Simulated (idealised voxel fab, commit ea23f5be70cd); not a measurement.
voxel fin reveal: a process module
Pictured: cross-section cut, 245 nm wide, on a grid of 5 nm square cells.
Format of a cross-section: grid, square cells. Given as bands. Order: top down. Band: one or more rows of cells. Band entry format. Leading values: height of top, height of bottom, nm. Remainder: materials in left-to-right order, each with its width in nm. Special words: "full width" on a single material, which then fills the band edge to edge; "empty", empty space. All heights in this document are referenced to 0, defined as the level beneath which the wafer, as received, consists entirely of one material. The lowest band is not bounded below; it extends indefinitely downward and is written in the form "0 nm and below". Top row gets the first number, bottom row gets the second, and each row in between changes by the same step: that is how a band width like "30->40" works. Where the words "no alteration" appear for a step, the cross-section shows no cell changed by that step; every cell remained as before. What "Enclosed void list" gives you is every empty space of 8 cells or more that is cut off from the top. Each appears as width x height at distance, with the distance taken from the left edge and width, height and distance all in nm. On each step's line, the part that comes after the settings is the simulator's own comment on the step. The "overlay nm" setting may appear on a step's line; for a step that uses a mask, it gives how far to the right of its planned position the mask lay, and a negative value indicates the left.
## So here's the lineup of process steps we planned
1. op RECEIVE | material Si
2. op CONFORMAL_DEP | material SiN | thk nm 10
3. op PATTERN | tone cover | mask id FINS | material resist | width nm 15 | pitch nm 45 | thk nm 15 | overlay nm 0
4. op DIRECTIONAL_ETCH | etch materials SiN | depth nm 10
5. op DIRECTIONAL_ETCH | etch materials Si | depth nm 35
6. op STRIP | etch materials resist
7. op OXIDIZE | depth nm 5
8. op FILL_DEP | material SiO2 | thk nm 5
9. op CMP | height nm 10
10. op SELECTIVE_ETCH | etch materials SiO2 | depth nm 25
11. op STRIP | etch materials SiN
12. op CONFORMAL_DEP | material SiO2 | thk nm 5
The wafers are alike at the start. At step 3, their width nm differs. The plan lists the first wafer's value.
## First of several wafers, received after step 1, in cross-section
0 nm and below  Si full width
Enclosed void list: none
## After the module's final step, step 12: the first of several wafers in cross-section
5 nm to 0 nm  empty 45, then SiO2 15, then empty 30, then SiO2 15, then empty 30, then SiO2 15, then empty 30, then SiO2 15, then empty 50
0 nm to -10 nm  empty 45, then SiO2 5, then Si 5, then SiO2 5, then empty 30, then SiO2 5, then Si 5, then SiO2 5, then empty 30, then SiO2 5, then Si 5, then SiO2 5, then empty 30, then SiO2 5, then Si 5, then SiO2 5, then empty 50
-10 nm to -40 nm  SiO2 50, then Si 5, then SiO2 40, then Si 5, then SiO2 40, then Si 5, then SiO2 40, then Si 5, then SiO2 55
-40 nm and below  Si full width
Enclosed void list: none
## Of the several wafers, the last: cross-section at the end of the module
5 nm to 0 nm  empty 40, then SiO2 30, then empty 15, then SiO2 30, then empty 15, then SiO2 30, then empty 15, then SiO2 30, then empty 40
0 nm to -10 nm  empty 40, then SiO2 5, then Si 20, then SiO2 5, then empty 15, then SiO2 5, then Si 20, then SiO2 5, then empty 15, then SiO2 5, then Si 20, then SiO2 5, then empty 15, then SiO2 5, then Si 20, then SiO2 5, then empty 40
-10 nm to -40 nm  SiO2 45, then Si 20, then SiO2 25, then Si 20, then SiO2 25, then Si 20, then SiO2 25, then Si 20, then SiO2 45
-40 nm and below  Si full width
Enclosed void list: none
## Tabulated below, wafer by wafer, are the end-of-module results: for each material, the number of cells gained (+) or lost (-) relative to the as-received state, followed by the closed voids
width nm 15 | -360 Si | +298 SiO2 | Enclosed void list: none
width nm 20 | -328 Si | +278 SiO2 | Enclosed void list: none
width nm 25 | -296 Si | +258 SiO2 | Enclosed void list: none
width nm 30 | -264 Si | +238 SiO2 | Enclosed void list: none
